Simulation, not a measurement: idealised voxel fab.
A process module follows: voxel wiring stack.
The cross-section shown here is cut; it is 235 nm wide and divided into square cells measuring 5 nm on a side.
Notation: cross-section as square-cell grid; stated in bands, top first, going down; one or more cell rows per band. The entry gives the band's vertical extent as a top height and a bottom height in nm, then its horizontal make-up as materials from left to right, each with a width in nm. "empty" stands for empty space; a single material marked "all across" fills the band edge to edge. Measure heights from 0. That's the level where, below it, the as-received wafer is all one material. The lowest band is bottomless and extends downward; write it as in "0..down". Width spec "30->40" -> top row of cells at first value, bottom row at second value, equal per-row change in between. Step marked "nothing different"? Then no cell in the cross-section changed in it. "Internal closed voids" specifies each empty space that is not open to the top and that occupies no fewer than 8 cells, using the form width x height at distance, the distance measured from the left edge and all three quantities in nm. The remark found on a step's line after its settings is issued by the simulator itself and pertains to that step. When a step includes a mask, the "overlay nm" setting on its line states how far to the right of its planned place that mask lay, and negative values state how far to the left.

# Steps in the process plan
1. RECEIVE, material Si
2. CONFORMAL_DEP, material SiO2, thk nm 10
3. DIRECTIONAL_DEP, material TiN, thk nm 5
4. DIRECTIONAL_DEP, material W, thk nm 15
5. PATTERN, tone cover, mask id METAL_1, material resist, width nm 25, pitch nm 45, thk nm 20, overlay nm 0
6. DIRECTIONAL_ETCH, etch materials W, depth nm 15
7. DIRECTIONAL_ETCH, etch materials TiN, depth nm 5
8. STRIP, etch materials resist
9. CONFORMAL_DEP, material SiCN, thk nm 5
10. FILL_DEP, material SiO2, thk nm 5
11. CMP, height nm 30
12. CONFORMAL_DEP, material SiCN, thk nm 5
13. DIRECTIONAL_DEP, material lowk, thk nm 15
14. PATTERN, tone open, mask id PLUG_1, material resist, width nm 15, thk nm 20, overlay nm 0
15. DIRECTIONAL_ETCH, etch materials lowk, depth nm 15
16. DIRECTIONAL_ETCH, etch materials SiCN, depth nm 5
17. STRIP, etch materials resist
18. EPI, material Ru, thk nm 10
19. EPI, material Ru, thk nm 10
20. CONFORMAL_DEP, material SiN, thk nm 5
21. DIRECTIONAL_DEP, material SiO2, thk nm 25
22. PATTERN, tone open, mask id METAL_2, material resist, width nm 25, pitch nm 45, thk nm 20, overlay nm 0
23. DIRECTIONAL_ETCH, etch materials SiO2, depth nm 25
24. DIRECTIONAL_ETCH, etch materials SiN, depth nm 5
25. STRIP, etch materials resist
26. CONFORMAL_DEP, material TiN, thk nm 5
27. FILL_DEP, material Cu, thk nm 10
28. CMP, height nm 80
29. CONFORMAL_DEP, material SiCN, thk nm 5
30. DIRECTIONAL_DEP, material lowk, thk nm 10
31. PATTERN, tone open, mask id PLUG_2, material resist, width nm 15, pitch nm 45, thk nm 20, overlay nm 0
32. DIRECTIONAL_ETCH, etch materials lowk, depth nm 10
33. DIRECTIONAL_ETCH, etch materials SiCN, depth nm 5
34. STRIP, etch materials resist
35. EPI, material Ru, thk nm 10
36. EPI, material Ru, thk nm 5
37. DIRECTIONAL_DEP, material TiN, thk nm 5
38. DIRECTIONAL_DEP, material Ru, thk nm 15
39. DIRECTIONAL_DEP, material aC, thk nm 10
40. PATTERN, tone cover, mask id METAL_3, material resist, width nm 25, pitch nm 45, thk nm 25, overlay nm 0
41. DIRECTIONAL_ETCH, etch materials aC, depth nm 10
42. STRIP, etch materials resist
43. DIRECTIONAL_ETCH, etch materials Ru, depth nm 15
44. DIRECTIONAL_ETCH, etch materials TiN, depth nm 5
45. STRIP, etch materials aC
46. CONFORMAL_DEP, material SiN, thk nm 5
47. FILL_DEP, material lowk, thk nm 10
48. CMP, height nm 115
49. CONFORMAL_DEP, material SiCN, thk nm 5
50. DIRECTIONAL_DEP, material SiO2, thk nm 25
51. DIRECTIONAL_DEP, material aC, thk nm 10
52. PATTERN, tone open, mask id METAL_4_HOLES, material resist, width nm 15, pitch nm 45, thk nm 25, overlay nm 0
53. DIRECTIONAL_ETCH, etch materials aC, depth nm 10
54. STRIP, etch materials resist
55. DIRECTIONAL_ETCH, etch materials SiO2, depth nm 25
56. STRIP, etch materials aC
57. MASKED_ETCH, tone open, mask id METAL_4, width nm 25, pitch nm 45, etch materials SiO2, depth nm 15, overlay nm 0
58. MASKED_ETCH, tone open, mask id METAL_4, width nm 25, pitch nm 45, etch materials SiCN, depth nm 5, overlay nm 0
59. CONFORMAL_DEP, material TiN, thk nm 5
60. FILL_DEP, material Cu, thk nm 5
61. CMP, height nm 145
62. CONFORMAL_DEP, material SiN, thk nm 5

# First of two wafers, with the run carried out as planned

# Cross-section of the wafer at receipt, which is the condition after step 1
0..down: Si all across
Internal closed voids: none

# Take a look at the wafer's cross-section after step 2
10..0: SiO2 all across
Under 0: no change, same as before.

# Take a look at the wafer's cross-section after step 3
15..10: TiN all across
Under 10: no change, same as before.

# Take a look at the wafer's cross-section after step 4
30..15: W all across
Under 15: no change, same as before.

# Take a look at the wafer's cross-section after step 5
50..30: empty=80, then resist=25, then empty=20, then resist=25, then empty=85
Under 30: no change, same as before.

# Take a look at the wafer's cross-section after step 6
50..30: empty=80, then resist=25, then empty=20, then resist=25, then empty=85
30..15: empty=80, then W=25, then empty=20, then W=25, then empty=85
Under 15: no change, same as before.

# Take a look at the wafer's cross-section after step 7
50..30: empty=80, then resist=25, then empty=20, then resist=25, then empty=85
30..15: empty=80, then W=25, then empty=20, then W=25, then empty=85
15..10: empty=80, then TiN=25, then empty=20, then TiN=25, then empty=85
Under 10: no change, same as before.

# Take a look at the wafer's cross-section after step 8
30..15: empty=80, then W=25, then empty=20, then W=25, then empty=85
Under 15: no change, same as before.

# Take a look at the wafer's cross-section after step 9
35..30: empty=75, then SiCN=35, then empty=10, then SiCN=35, then empty=80
30..15: empty=75, then SiCN=5, then W=25, then SiCN=5, then empty=10, then SiCN=5, then W=25, then SiCN=5, then empty=80
15..10: SiCN=80, then TiN=25, then SiCN=20, then TiN=25, then SiCN=85
Under 10: no change, same as before.

# Take a look at the wafer's cross-section after step 10
40..35: SiO2 all across
35..30: SiO2=75, then SiCN=35, then SiO2=10, then SiCN=35, then SiO2=80
30..15: SiO2=75, then SiCN=5, then W=25, then SiCN=5, then SiO2=10, then SiCN=5, then W=25, then SiCN=5, then SiO2=80
Under 15: no change, same as before.

# Take a look at the wafer's cross-section after step 11
30..15: SiO2=75, then SiCN=5, then W=25, then SiCN=5, then SiO2=10, then SiCN=5, then W=25, then SiCN=5, then SiO2=80
Under 15: no change, same as before.

# Take a look at the wafer's cross-section after step 12
35..30: SiCN all across
Under 30: no change, same as before.

# Take a look at the wafer's cross-section after step 13
50..35: lowk all across
Under 35: no change, same as before.

# Take a look at the wafer's cross-section after step 14
70..50: resist=80, then empty=15, then resist=140
Under 50: no change, same as before.

# Take a look at the wafer's cross-section after step 15
70..50: resist=80, then empty=15, then resist=140
50..35: lowk=80, then empty=15, then lowk=140
Under 35: no change, same as before.

# Take a look at the wafer's cross-section after step 16
70..50: resist=80, then empty=15, then resist=140
50..35: lowk=80, then empty=15, then lowk=140
35..30: SiCN=80, then empty=15, then SiCN=140
Under 30: no change, same as before.

# Take a look at the wafer's cross-section after step 17
50..35: lowk=80, then empty=15, then lowk=140
Under 35: no change, same as before.

# Take a look at the wafer's cross-section after step 18
50..40: lowk=80, then empty=15, then lowk=140
40..35: lowk=80, then Ru=15, then lowk=140
35..30: SiCN=80, then Ru=15, then SiCN=140
Under 30: no change, same as before.

# Take a look at the wafer's cross-section after step 19
50..35: lowk=80, then Ru=15, then lowk=140
Under 35: no change, same as before.

# Take a look at the wafer's cross-section after step 20
55..50: SiN all across
Under 50: no change, same as before.

# Take a look at the wafer's cross-section after step 21
80..55: SiO2 all across
Under 55: no change, same as before.

# Take a look at the wafer's cross-section after step 22
100..80: resist=80, then empty=25, then resist=20, then empty=25, then resist=85
Under 80: no change, same as before.

# Take a look at the wafer's cross-section after step 23
100..80: resist=80, then empty=25, then resist=20, then empty=25, then resist=85
80..55: SiO2=80, then empty=25, then SiO2=20, then empty=25, then SiO2=85
Under 55: no change, same as before.

# Take a look at the wafer's cross-section after step 24
100..80: resist=80, then empty=25, then resist=20, then empty=25, then resist=85
80..55: SiO2=80, then empty=25, then SiO2=20, then empty=25, then SiO2=85
55..50: SiN=80, then empty=25, then SiN=20, then empty=25, then SiN=85
Under 50: no change, same as before.

# Take a look at the wafer's cross-section after step 25
80..55: SiO2=80, then empty=25, then SiO2=20, then empty=25, then SiO2=85
Under 55: no change, same as before.

# Take a look at the wafer's cross-section after step 26
85..80: TiN=85, then empty=15, then TiN=30, then empty=15, then TiN=90
80..55: SiO2=80, then TiN=5, then empty=15, then TiN=5, then SiO2=20, then TiN=5, then empty=15, then TiN=5, then SiO2=85
55..50: SiN=80, then TiN=25, then SiN=20, then TiN=25, then SiN=85
Under 50: no change, same as before.

# Take a look at the wafer's cross-section after step 27
95..85: Cu all across
85..80: TiN=85, then Cu=15, then TiN=30, then Cu=15, then TiN=90
80..55: SiO2=80, then TiN=5, then Cu=15, then TiN=5, then SiO2=20, then TiN=5, then Cu=15, then TiN=5, then SiO2=85
Under 55: no change, same as before.

# Take a look at the wafer's cross-section after step 28
80..55: SiO2=80, then TiN=5, then Cu=15, then TiN=5, then SiO2=20, then TiN=5, then Cu=15, then TiN=5, then SiO2=85
Under 55: no change, same as before.

# Take a look at the wafer's cross-section after step 29
85..80: SiCN all across
Under 80: no change, same as before.

# Take a look at the wafer's cross-section after step 30
95..85: lowk all across
Under 85: no change, same as before.

# Take a look at the wafer's cross-section after step 31
115..95: resist=80, then empty=15, then resist=30, then empty=15, then resist=95
Under 95: no change, same as before.

# Take a look at the wafer's cross-section after step 32
115..95: resist=80, then empty=15, then resist=30, then empty=15, then resist=95
95..85: lowk=80, then empty=15, then lowk=30, then empty=15, then lowk=95
Under 85: no change, same as before.

# Take a look at the wafer's cross-section after step 33
115..95: resist=80, then empty=15, then resist=30, then empty=15, then resist=95
95..85: lowk=80, then empty=15, then lowk=30, then empty=15, then lowk=95
85..80: SiCN=80, then empty=15, then SiCN=30, then empty=15, then SiCN=95
Under 80: no change, same as before.

# Take a look at the wafer's cross-section after step 34
95..85: lowk=80, then empty=15, then lowk=30, then empty=15, then lowk=95
Under 85: no change, same as before.

# Take a look at the wafer's cross-section after step 35
95..90: lowk=80, then empty=15, then lowk=30, then empty=15, then lowk=95
90..85: lowk=80, then Ru=15, then lowk=30, then Ru=15, then lowk=95
85..80: SiCN=80, then Ru=15, then SiCN=30, then Ru=15, then SiCN=95
Under 80: no change, same as before.

# Take a look at the wafer's cross-section after step 36
95..85: lowk=80, then Ru=15, then lowk=30, then Ru=15, then lowk=95
Under 85: no change, same as before.

# Take a look at the wafer's cross-section after step 37
100..95: TiN all across
Under 95: no change, same as before.

# Take a look at the wafer's cross-section after step 38
115..100: Ru all across
Under 100: no change, same as before.

# Take a look at the wafer's cross-section after step 39
125..115: aC all across
Under 115: no change, same as before.

# Take a look at the wafer's cross-section after step 40
150..125: empty=80, then resist=25, then empty=20, then resist=25, then empty=85
Under 125: no change, same as before.

# Take a look at the wafer's cross-section after step 41
140..125: empty=80, then resist=25, then empty=20, then resist=25, then empty=85
125..115: empty=80, then aC=25, then empty=20, then aC=25, then empty=85
Under 115: no change, same as before.

# Take a look at the wafer's cross-section after step 42
125..115: empty=80, then aC=25, then empty=20, then aC=25, then empty=85
Under 115: no change, same as before.

# Take a look at the wafer's cross-section after step 43
125..115: empty=80, then aC=25, then empty=20, then aC=25, then empty=85
115..100: empty=80, then Ru=25, then empty=20, then Ru=25, then empty=85
Under 100: no change, same as before.

# Take a look at the wafer's cross-section after step 44
125..115: empty=80, then aC=25, then empty=20, then aC=25, then empty=85
115..100: empty=80, then Ru=25, then empty=20, then Ru=25, then empty=85
100..95: empty=80, then TiN=25, then empty=20, then TiN=25, then empty=85
Under 95: no change, same as before.

# Take a look at the wafer's cross-section after step 45
115..100: empty=80, then Ru=25, then empty=20, then Ru=25, then empty=85
Under 100: no change, same as before.

# Take a look at the wafer's cross-section after step 46
120..115: empty=75, then SiN=35, then empty=10, then SiN=35, then empty=80
115..100: empty=75, then SiN=5, then Ru=25, then SiN=5, then empty=10, then SiN=5, then Ru=25, then SiN=5, then empty=80
100..95: SiN=80, then TiN=25, then SiN=20, then TiN=25, then SiN=85
Under 95: no change, same as before.

# Take a look at the wafer's cross-section after step 47
130..120: lowk all across
120..115: lowk=75, then SiN=35, then lowk=10, then SiN=35, then lowk=80
115..100: lowk=75, then SiN=5, then Ru=25, then SiN=5, then lowk=10, then SiN=5, then Ru=25, then SiN=5, then lowk=80
Under 100: no change, same as before.

# Take a look at the wafer's cross-section after step 48
115..100: lowk=75, then SiN=5, then Ru=25, then SiN=5, then lowk=10, then SiN=5, then Ru=25, then SiN=5, then lowk=80
Under 100: no change, same as before.

# Take a look at the wafer's cross-section after step 49
120..115: SiCN all across
Under 115: no change, same as before.

# Take a look at the wafer's cross-section after step 50
145..120: SiO2 all across
Under 120: no change, same as before.

# Take a look at the wafer's cross-section after step 51
155..145: aC all across
Under 145: no change, same as before.

# Take a look at the wafer's cross-section after step 52
180..155: resist=80, then empty=15, then resist=30, then empty=15, then resist=95
Under 155: no change, same as before.

# Take a look at the wafer's cross-section after step 53
170..155: resist=80, then empty=15, then resist=30, then empty=15, then resist=95
155..145: aC=80, then empty=15, then aC=30, then empty=15, then aC=95
Under 145: no change, same as before.

# Take a look at the wafer's cross-section after step 54
155..145: aC=80, then empty=15, then aC=30, then empty=15, then aC=95
Under 145: no change, same as before.

# Take a look at the wafer's cross-section after step 55
155..145: aC=80, then empty=15, then aC=30, then empty=15, then aC=95
145..120: SiO2=80, then empty=15, then SiO2=30, then empty=15, then SiO2=95
Under 120: no change, same as before.

# Take a look at the wafer's cross-section after step 56
145..120: SiO2=80, then empty=15, then SiO2=30, then empty=15, then SiO2=95
Under 120: no change, same as before.

# Take a look at the wafer's cross-section after step 57
145..130: SiO2=80, then empty=25, then SiO2=20, then empty=25, then SiO2=85
Under 130: no change, same as before.

# Take a look at the wafer's cross-section after step 58
145..130: SiO2=80, then empty=25, then SiO2=20, then empty=25, then SiO2=85
130..120: SiO2=80, then empty=15, then SiO2=30, then empty=15, then SiO2=95
120..115: SiCN=80, then empty=15, then SiCN=30, then empty=15, then SiCN=95
Under 115: no change, same as before.

# Take a look at the wafer's cross-section after step 59
150..145: TiN=85, then empty=15, then TiN=30, then empty=15, then TiN=90
145..135: SiO2=80, then TiN=5, then empty=15, then TiN=5, then SiO2=20, then TiN=5, then empty=15, then TiN=5, then SiO2=85
135..130: SiO2=80, then TiN=5, then empty=5, then TiN=15, then SiO2=20, then TiN=5, then empty=5, then TiN=15, then SiO2=85
130..120: SiO2=80, then TiN=5, then empty=5, then TiN=5, then SiO2=30, then TiN=5, then empty=5, then TiN=5, then SiO2=95
120..115: SiCN=80, then TiN=15, then SiCN=30, then TiN=15, then SiCN=95
Under 115: no change, same as before.

# Take a look at the wafer's cross-section after step 60
155..150: Cu all across
150..145: TiN=85, then Cu=15, then TiN=30, then Cu=15, then TiN=90
145..135: SiO2=80, then TiN=5, then Cu=15, then TiN=5, then SiO2=20, then TiN=5, then Cu=15, then TiN=5, then SiO2=85
135..130: SiO2=80, then TiN=5, then Cu=5, then TiN=15, then SiO2=20, then TiN=5, then Cu=5, then TiN=15, then SiO2=85
130..120: SiO2=80, then TiN=5, then Cu=5, then TiN=5, then SiO2=30, then TiN=5, then Cu=5, then TiN=5, then SiO2=95
Under 120: no change, same as before.

# Take a look at the wafer's cross-section after step 61
145..135: SiO2=80, then TiN=5, then Cu=15, then TiN=5, then SiO2=20, then TiN=5, then Cu=15, then TiN=5, then SiO2=85
Under 135: no change, same as before.

# Take a look at the wafer's cross-section after step 62
150..145: SiN all across
Under 145: no change, same as before.

# The second wafer was prepared from the same starting point and under the same plan as the first; its processing contained one mistake, and it remains indistinguishable from the first wafer up to and including step 4

# Here is the second wafer in cross-section at the point where step 5 of the plan should have been done
50..30: resist=80, then empty=25, then resist=20, then empty=25, then resist=85
Under 30: no change, same as before.

# Here is the second wafer in cross-section at the point where step 6 of the plan should have been done
50..30: resist=80, then empty=25, then resist=20, then empty=25, then resist=85
30..15: W=80, then empty=25, then W=20, then empty=25, then W=85
Under 15: no change, same as before.

# Here is the second wafer in cross-section at the point where step 7 of the plan should have been done
50..30: resist=80, then empty=25, then resist=20, then empty=25, then resist=85
30..15: W=80, then empty=25, then W=20, then empty=25, then W=85
15..10: TiN=80, then empty=25, then TiN=20, then empty=25, then TiN=85
Under 10: no change, same as before.

# Here is the second wafer in cross-section at the point where step 8 of the plan should have been done
30..15: W=80, then empty=25, then W=20, then empty=25, then W=85
Under 15: no change, same as before.

# Here is the second wafer in cross-section at the point where step 9 of the plan should have been done
35..30: SiCN=85, then empty=15, then SiCN=30, then empty=15, then SiCN=90
30..15: W=80, then SiCN=5, then empty=15, then SiCN=5, then W=20, then SiCN=5, then empty=15, then SiCN=5, then W=85
15..10: TiN=80, then SiCN=25, then TiN=20, then SiCN=25, then TiN=85
Under 10: no change, same as before.

# Here is the second wafer in cross-section at the point where step 10 of the plan should have been done
40..35: SiO2 all across
35..30: SiCN=85, then SiO2=15, then SiCN=30, then SiO2=15, then SiCN=90
30..15: W=80, then SiCN=5, then SiO2=15, then SiCN=5, then W=20, then SiCN=5, then SiO2=15, then SiCN=5, then W=85
Under 15: no change, same as before.

# Here is the second wafer in cross-section at the point where step 11 of the plan should have been done
30..15: W=80, then SiCN=5, then SiO2=15, then SiCN=5, then W=20, then SiCN=5, then SiO2=15, then SiCN=5, then W=85
Under 15: no change, same as before.

# Here is the second wafer in cross-section at the point where step 12 of the plan should have been done
35..30: SiCN all across
Under 30: no change, same as before.

# Here is the second wafer in cross-section at the point where step 13 of the plan should have been done
50..35: lowk all across
Under 35: no change, same as before.

# Here is the second wafer in cross-section at the point where step 14 of the plan should have been done
70..50: resist=80, then empty=15, then resist=140
Under 50: no change, same as before.

# Here is the second wafer in cross-section at the point where step 15 of the plan should have been done
70..50: resist=80, then empty=15, then resist=140
50..35: lowk=80, then empty=15, then lowk=140
Under 35: no change, same as before.

# Here is the second wafer in cross-section at the point where step 16 of the plan should have been done
70..50: resist=80, then empty=15, then resist=140
50..35: lowk=80, then empty=15, then lowk=140
35..30: SiCN=80, then empty=15, then SiCN=140
Under 30: no change, same as before.

# Here is the second wafer in cross-section at the point where step 17 of the plan should have been done
50..35: lowk=80, then empty=15, then lowk=140
Under 35: no change, same as before.

Here is the second wafer in cross-section at the point where step 18 of the plan should have been done: nothing different

Here is the second wafer in cross-section at the point where step 19 of the plan should have been done: nothing different

# Here is the second wafer in cross-section at the point where step 20 of the plan should have been done
55..50: SiN=85, then empty=5, then SiN=145
50..35: lowk=80, then SiN=5, then empty=5, then SiN=5, then lowk=140
35..30: SiCN=80, then SiN=15, then SiCN=140
Under 30: no change, same as before.

# Here is the second wafer in cross-section at the point where step 21 of the plan should have been done
80..60: SiO2=85, then empty=5, then SiO2=145
60..55: SiO2 all across
55..50: SiN=85, then SiO2=5, then SiN=145
50..35: lowk=80, then SiN=5, then SiO2=5, then SiN=5, then lowk=140
Under 35: no change, same as before.

# Here is the second wafer in cross-section at the point where step 22 of the plan should have been done
100..80: resist=80, then empty=25, then resist=20, then empty=25, then resist=85
Under 80: no change, same as before.

# Here is the second wafer in cross-section at the point where step 23 of the plan should have been done
100..80: resist=80, then empty=25, then resist=20, then empty=25, then resist=85
80..55: SiO2=80, then empty=25, then SiO2=20, then empty=25, then SiO2=85
55..50: SiN=85, then empty=5, then SiN=145
50..35: lowk=80, then SiN=5, then empty=5, then SiN=5, then lowk=140
Under 35: no change, same as before.

# Here is the second wafer in cross-section at the point where step 24 of the plan should have been done
100..80: resist=80, then empty=25, then resist=20, then empty=25, then resist=85
80..55: SiO2=80, then empty=25, then SiO2=20, then empty=25, then SiO2=85
55..50: SiN=80, then empty=25, then SiN=20, then empty=25, then SiN=85
50..35: lowk=80, then SiN=5, then empty=5, then SiN=5, then lowk=140
35..30: SiCN=80, then SiN=5, then empty=5, then SiN=5, then SiCN=140
Under 30: no change, same as before.

# Here is the second wafer in cross-section at the point where step 25 of the plan should have been done
80..55: SiO2=80, then empty=25, then SiO2=20, then empty=25, then SiO2=85
Under 55: no change, same as before.

# Here is the second wafer in cross-section at the point where step 26 of the plan should have been done
85..80: TiN=85, then empty=15, then TiN=30, then empty=15, then TiN=90
80..55: SiO2=80, then TiN=5, then empty=15, then TiN=5, then SiO2=20, then TiN=5, then empty=15, then TiN=5, then SiO2=85
55..50: SiN=80, then TiN=25, then SiN=20, then TiN=25, then SiN=85
50..35: lowk=80, then SiN=5, then TiN=5, then SiN=5, then lowk=140
35..30: SiCN=80, then SiN=5, then TiN=5, then SiN=5, then SiCN=140
Under 30: no change, same as before.

# Here is the second wafer in cross-section at the point where step 27 of the plan should have been done
95..85: Cu all across
85..80: TiN=85, then Cu=15, then TiN=30, then Cu=15, then TiN=90
80..55: SiO2=80, then TiN=5, then Cu=15, then TiN=5, then SiO2=20, then TiN=5, then Cu=15, then TiN=5, then SiO2=85
Under 55: no change, same as before.

# Here is the second wafer in cross-section at the point where step 28 of the plan should have been done
80..55: SiO2=80, then TiN=5, then Cu=15, then TiN=5, then SiO2=20, then TiN=5, then Cu=15, then TiN=5, then SiO2=85
Under 55: no change, same as before.

# Here is the second wafer in cross-section at the point where step 29 of the plan should have been done
85..80: SiCN all across
Under 80: no change, same as before.

# Here is the second wafer in cross-section at the point where step 30 of the plan should have been done
95..85: lowk all across
Under 85: no change, same as before.

# Here is the second wafer in cross-section at the point where step 31 of the plan should have been done
115..95: resist=80, then empty=15, then resist=30, then empty=15, then resist=95
Under 95: no change, same as before.

# Here is the second wafer in cross-section at the point where step 32 of the plan should have been done
115..95: resist=80, then empty=15, then resist=30, then empty=15, then resist=95
95..85: lowk=80, then empty=15, then lowk=30, then empty=15, then lowk=95
Under 85: no change, same as before.

# Here is the second wafer in cross-section at the point where step 33 of the plan should have been done
115..95: resist=80, then empty=15, then resist=30, then empty=15, then resist=95
95..85: lowk=80, then empty=15, then lowk=30, then empty=15, then lowk=95
85..80: SiCN=80, then empty=15, then SiCN=30, then empty=15, then SiCN=95
Under 80: no change, same as before.

# Here is the second wafer in cross-section at the point where step 34 of the plan should have been done
95..85: lowk=80, then empty=15, then lowk=30, then empty=15, then lowk=95
Under 85: no change, same as before.

# Here is the second wafer in cross-section at the point where step 35 of the plan should have been done
95..90: lowk=80, then empty=15, then lowk=30, then empty=15, then lowk=95
90..85: lowk=80, then Ru=15, then lowk=30, then Ru=15, then lowk=95
85..80: SiCN=80, then Ru=15, then SiCN=30, then Ru=15, then SiCN=95
Under 80: no change, same as before.

# Here is the second wafer in cross-section at the point where step 36 of the plan should have been done
95..85: lowk=80, then Ru=15, then lowk=30, then Ru=15, then lowk=95
Under 85: no change, same as before.

# Here is the second wafer in cross-section at the point where step 37 of the plan should have been done
100..95: TiN all across
Under 95: no change, same as before.

# Here is the second wafer in cross-section at the point where step 38 of the plan should have been done
115..100: Ru all across
Under 100: no change, same as before.

# Here is the second wafer in cross-section at the point where step 39 of the plan should have been done
125..115: aC all across
Under 115: no change, same as before.

# Here is the second wafer in cross-section at the point where step 40 of the plan should have been done
150..125: empty=80, then resist=25, then empty=20, then resist=25, then empty=85
Under 125: no change, same as before.

# Here is the second wafer in cross-section at the point where step 41 of the plan should have been done
140..125: empty=80, then resist=25, then empty=20, then resist=25, then empty=85
125..115: empty=80, then aC=25, then empty=20, then aC=25, then empty=85
Under 115: no change, same as before.

# Here is the second wafer in cross-section at the point where step 42 of the plan should have been done
125..115: empty=80, then aC=25, then empty=20, then aC=25, then empty=85
Under 115: no change, same as before.

# Here is the second wafer in cross-section at the point where step 43 of the plan should have been done
125..115: empty=80, then aC=25, then empty=20, then aC=25, then empty=85
115..100: empty=80, then Ru=25, then empty=20, then Ru=25, then empty=85
Under 100: no change, same as before.

# Here is the second wafer in cross-section at the point where step 44 of the plan should have been done
125..115: empty=80, then aC=25, then empty=20, then aC=25, then empty=85
115..100: empty=80, then Ru=25, then empty=20, then Ru=25, then empty=85
100..95: empty=80, then TiN=25, then empty=20, then TiN=25, then empty=85
Under 95: no change, same as before.

# Here is the second wafer in cross-section at the point where step 45 of the plan should have been done
115..100: empty=80, then Ru=25, then empty=20, then Ru=25, then empty=85
Under 100: no change, same as before.

# Here is the second wafer in cross-section at the point where step 46 of the plan should have been done
120..115: empty=75, then SiN=35, then empty=10, then SiN=35, then empty=80
115..100: empty=75, then SiN=5, then Ru=25, then SiN=5, then empty=10, then SiN=5, then Ru=25, then SiN=5, then empty=80
100..95: SiN=80, then TiN=25, then SiN=20, then TiN=25, then SiN=85
Under 95: no change, same as before.

# Here is the second wafer in cross-section at the point where step 47 of the plan should have been done
130..120: lowk all across
120..115: lowk=75, then SiN=35, then lowk=10, then SiN=35, then lowk=80
115..100: lowk=75, then SiN=5, then Ru=25, then SiN=5, then lowk=10, then SiN=5, then Ru=25, then SiN=5, then lowk=80
Under 100: no change, same as before.

# Here is the second wafer in cross-section at the point where step 48 of the plan should have been done
115..100: lowk=75, then SiN=5, then Ru=25, then SiN=5, then lowk=10, then SiN=5, then Ru=25, then SiN=5, then lowk=80
Under 100: no change, same as before.

# Here is the second wafer in cross-section at the point where step 49 of the plan should have been done
120..115: SiCN all across
Under 115: no change, same as before.

# Here is the second wafer in cross-section at the point where step 50 of the plan should have been done
145..120: SiO2 all across
Under 120: no change, same as before.

# Here is the second wafer in cross-section at the point where step 51 of the plan should have been done
155..145: aC all across
Under 145: no change, same as before.

# Here is the second wafer in cross-section at the point where step 52 of the plan should have been done
180..155: resist=80, then empty=15, then resist=30, then empty=15, then resist=95
Under 155: no change, same as before.

# Here is the second wafer in cross-section at the point where step 53 of the plan should have been done
170..155: resist=80, then empty=15, then resist=30, then empty=15, then resist=95
155..145: aC=80, then empty=15, then aC=30, then empty=15, then aC=95
Under 145: no change, same as before.

# Here is the second wafer in cross-section at the point where step 54 of the plan should have been done
155..145: aC=80, then empty=15, then aC=30, then empty=15, then aC=95
Under 145: no change, same as before.

# Here is the second wafer in cross-section at the point where step 55 of the plan should have been done
155..145: aC=80, then empty=15, then aC=30, then empty=15, then aC=95
145..120: SiO2=80, then empty=15, then SiO2=30, then empty=15, then SiO2=95
Under 120: no change, same as before.

# Here is the second wafer in cross-section at the point where step 56 of the plan should have been done
145..120: SiO2=80, then empty=15, then SiO2=30, then empty=15, then SiO2=95
Under 120: no change, same as before.

# Here is the second wafer in cross-section at the point where step 57 of the plan should have been done
145..130: SiO2=80, then empty=25, then SiO2=20, then empty=25, then SiO2=85
Under 130: no change, same as before.

# Here is the second wafer in cross-section at the point where step 58 of the plan should have been done
145..130: SiO2=80, then empty=25, then SiO2=20, then empty=25, then SiO2=85
130..120: SiO2=80, then empty=15, then SiO2=30, then empty=15, then SiO2=95
120..115: SiCN=80, then empty=15, then SiCN=30, then empty=15, then SiCN=95
Under 115: no change, same as before.

# Here is the second wafer in cross-section at the point where step 59 of the plan should have been done
150..145: TiN=85, then empty=15, then TiN=30, then empty=15, then TiN=90
145..135: SiO2=80, then TiN=5, then empty=15, then TiN=5, then SiO2=20, then TiN=5, then empty=15, then TiN=5, then SiO2=85
135..130: SiO2=80, then TiN=5, then empty=5, then TiN=15, then SiO2=20, then TiN=5, then empty=5, then TiN=15, then SiO2=85
130..120: SiO2=80, then TiN=5, then empty=5, then TiN=5, then SiO2=30, then TiN=5, then empty=5, then TiN=5, then SiO2=95
120..115: SiCN=80, then TiN=15, then SiCN=30, then TiN=15, then SiCN=95
Under 115: no change, same as before.

# Here is the second wafer in cross-section at the point where step 60 of the plan should have been done
155..150: Cu all across
150..145: TiN=85, then Cu=15, then TiN=30, then Cu=15, then TiN=90
145..135: SiO2=80, then TiN=5, then Cu=15, then TiN=5, then SiO2=20, then TiN=5, then Cu=15, then TiN=5, then SiO2=85
135..130: SiO2=80, then TiN=5, then Cu=5, then TiN=15, then SiO2=20, then TiN=5, then Cu=5, then TiN=15, then SiO2=85
130..120: SiO2=80, then TiN=5, then Cu=5, then TiN=5, then SiO2=30, then TiN=5, then Cu=5, then TiN=5, then SiO2=95
Under 120: no change, same as before.

# Here is the second wafer in cross-section at the point where step 61 of the plan should have been done
145..135: SiO2=80, then TiN=5, then Cu=15, then TiN=5, then SiO2=20, then TiN=5, then Cu=15, then TiN=5, then SiO2=85
Under 135: no change, same as before.

# Here is the second wafer in cross-section at the point where step 62 of the plan should have been done
150..145: SiN all across
Under 145: no change, same as before.
Error vs. plan: step 5 was not run as planned; what actually ran was PATTERN, tone open, mask id METAL_1, material resist, width nm 25, pitch nm 45, thk nm 20, overlay nm 0
Cell-count delta at end, second wafer over first, by material: Ru -12 | SiCN -27 | SiN +8 | SiO2 -81 | TiN +31 | W +81
